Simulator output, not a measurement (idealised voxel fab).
process module | voxel lift off
cross-section cut | 205 nm wide | cells 5 nm
A cross-section is a grid of square cells, given in bands from the top down. A band is one or more rows of cells.
Each band's line starts with the height of the band's top and of its bottom, in nm. Then come its materials from left to right, each with its width in nm. One material with "throughout" fills the band from edge to edge. "air" is empty space.
Height 0 is the level under which the wafer as received is all one material. The lowest band goes on downwards, as in "0 down".
A width such as "30 to 40" changes by the same amount from each row of cells to the next, from the band's top row to its bottom row.
"no change" after a step means that no cell of the cross-section changed.
closed voids: empty space of 8 cells or more with no open way to the top, each as width x height at its distance from the left edge, in nm
after a step's settings: what the simulator itself notes on the step
overlay nm, on a step with a mask: how far to the right of its planned place the mask lay; to the left if negative
plan
1 op RECEIVE | material Si
2 op CONFORMAL_DEP | material Al2O3 | thk nm 15
3 op PATTERN | tone open | mask id LINES | material resist | width nm 30 | pitch nm 55 | thk nm 25 | overlay nm 0
4 op DIRECTIONAL_DEP | material Ru | thk nm 10
5 op STRIP | etch materials resist
6 op CONFORMAL_DEP | material SiN | thk nm 5
as received, after step 1
  0 down: Si throughout
  closed voids: none
first wafer at the end, as planned
  30 to 25: air 55 | SiN 40 | air 15 | SiN 40 | air 55
  25 to 20: air 55 | SiN 5 | Ru 30 | SiN 5 | air 15 | SiN 5 | Ru 30 | SiN 5 | air 55
  20 to 15: SiN 60 | Ru 30 | SiN 25 | Ru 30 | SiN 60
  15 to 0: Al2O3 throughout
  0 down: Si throughout
  closed voids: none
second wafer at the end: like start, like plan, one mistake
  45 to 40: air 55 | SiN 40 | air 15 | SiN 40 | air 55
  40 to 35: air 55 | SiN 5 | Ru 30 | SiN 5 | air 15 | SiN 5 | Ru 30 | SiN 5 | air 55
  35 to 30: SiN 60 | Ru 30 | SiN 25 | Ru 30 | SiN 60
  30 to 0: Al2O3 throughout
  0 down: Si throughout
  closed voids: none
what went wrong: step 2 was run twice
at the end the second wafer has, in cells: 123 more of Al2O3
